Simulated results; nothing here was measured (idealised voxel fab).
Process module, titled voxel ribs on slabs
For reference, the cross-section in this document is cut, with width 145 nm and square cells of 5 nm.
Bands, listed from the top down, are how a cross-section gets written in this document; the cross-section itself is a grid of square cells, and a band is one or more rows of them. What a band's entry tells you: where the top is and where the bottom is, as heights in nm, and after that what lies inside, material by material from left to right, each with its width in nm. Empty space is written as the word "empty", and a single material marked with the word "full width" occupies the band from edge to edge. Ref level 0: as-received wafer is one material below here. Bottom band extends down with no lower bound ("0 down"). Quick explanation for "30 to 40": the width changes in equal steps down the rows of cells, from the first number in the band's top row to the second number in its bottom row. "everything unchanged" -> step changed no cross-section cell. Empty spaces counting at least 8 cells and having no open way to the top are listed in "Sealed-off cavities". The notation width x height at distance is used for each, the distance being from the left edge and all three values in nm. It should be noted that, on the line of a given step, the content following the step's settings is a remark produced by the simulator itself with respect to that step. overlay nm: where the mask lay relative to plan, measured to the right, on steps with a mask; negatives go left.
**The process steps that were planned are listed below**
1. RECEIVE,material Si
2. DIRECTIONAL_DEP,material SiO2,thk nm 25
3. DIRECTIONAL_DEP,material polySi,thk nm 20
4. DIRECTIONAL_DEP,material aC,thk nm 15
5. PATTERN,tone cover,mask id RIB,material resist,width nm 30,thk nm 30,overlay nm 0
6. DIRECTIONAL_ETCH,etch materials aC,depth nm 15
7. STRIP,etch materials resist
8. DIRECTIONAL_ETCH,etch materials polySi,depth nm 10
9. STRIP,etch materials aC
10. DIRECTIONAL_DEP,material aC,thk nm 10
11. PATTERN,tone cover,mask id SLAB,material resist,width nm 80,thk nm 25,overlay nm 0
12. DIRECTIONAL_ETCH,etch materials aC,depth nm 10
13. STRIP,etch materials resist
14. DIRECTIONAL_ETCH,etch materials polySi,depth nm 10
15. STRIP,etch materials aC
16. FILL_DEP,material SiO2,thk nm 20
17. CMP,height nm 55
18. DIRECTIONAL_DEP,material W,thk nm 5
19. DIRECTIONAL_DEP,material aC,thk nm 15
20. PATTERN,tone cover,mask id HEATER,material resist,width nm 30,thk nm 30,overlay nm 0
21. DIRECTIONAL_ETCH,etch materials aC,depth nm 15
22. STRIP,etch materials resist
23. DIRECTIONAL_ETCH,etch materials W,depth nm 5
24. STRIP,etch materials aC
25. CONFORMAL_DEP,material SiO2,thk nm 10
Same starting wafers, different width nm at step 20. Plan value belongs to the first wafer.
**The as-received cross-section of the first of several wafers corresponds to the state after step 1**
- 0 down = Si full width
- Sealed-off cavities: none
**Module end state after final step 25: cross-section of the first of several wafers**
- 70 to 65 = 45 empty  50 SiO2  50 empty
- 65 to 60 = SiO2 full width
- 60 to 55 = 55 SiO2  30 W  60 SiO2
- 55 to 45 = SiO2 full width
- 45 to 35 = 55 SiO2  30 polySi  60 SiO2
- 35 to 25 = 30 SiO2  80 polySi  35 SiO2
- 25 to 0 = SiO2 full width
- 0 down = Si full width
- Sealed-off cavities: none
**Wafer cross-section (last wafer, module end)**
- 70 to 65 = 35 empty  75 SiO2  35 empty
- 65 to 60 = SiO2 full width
- 60 to 55 = 45 SiO2  55 W  45 SiO2
- 55 to 45 = SiO2 full width
- 45 to 35 = 55 SiO2  30 polySi  60 SiO2
- 35 to 25 = 30 SiO2  80 polySi  35 SiO2
- 25 to 0 = SiO2 full width
- 0 down = Si full width
- Sealed-off cavities: none
**Basically each wafer gets a line in the table, showing it at the end of the module: material by material, the cells it gained (+) or lost (-) since we got it, then its closed voids**
width nm 30; +337 SiO2; +6 W; +44 polySi; Sealed-off cavities: none
width nm 35; +337 SiO2; +7 W; +44 polySi; Sealed-off cavities: none
width nm 40; +337 SiO2; +8 W; +44 polySi; Sealed-off cavities: none
width nm 45; +337 SiO2; +9 W; +44 polySi; Sealed-off cavities: none
width nm 50; +337 SiO2; +10 W; +44 polySi; Sealed-off cavities: none
width nm 55; +337 SiO2; +11 W; +44 polySi; Sealed-off cavities: none
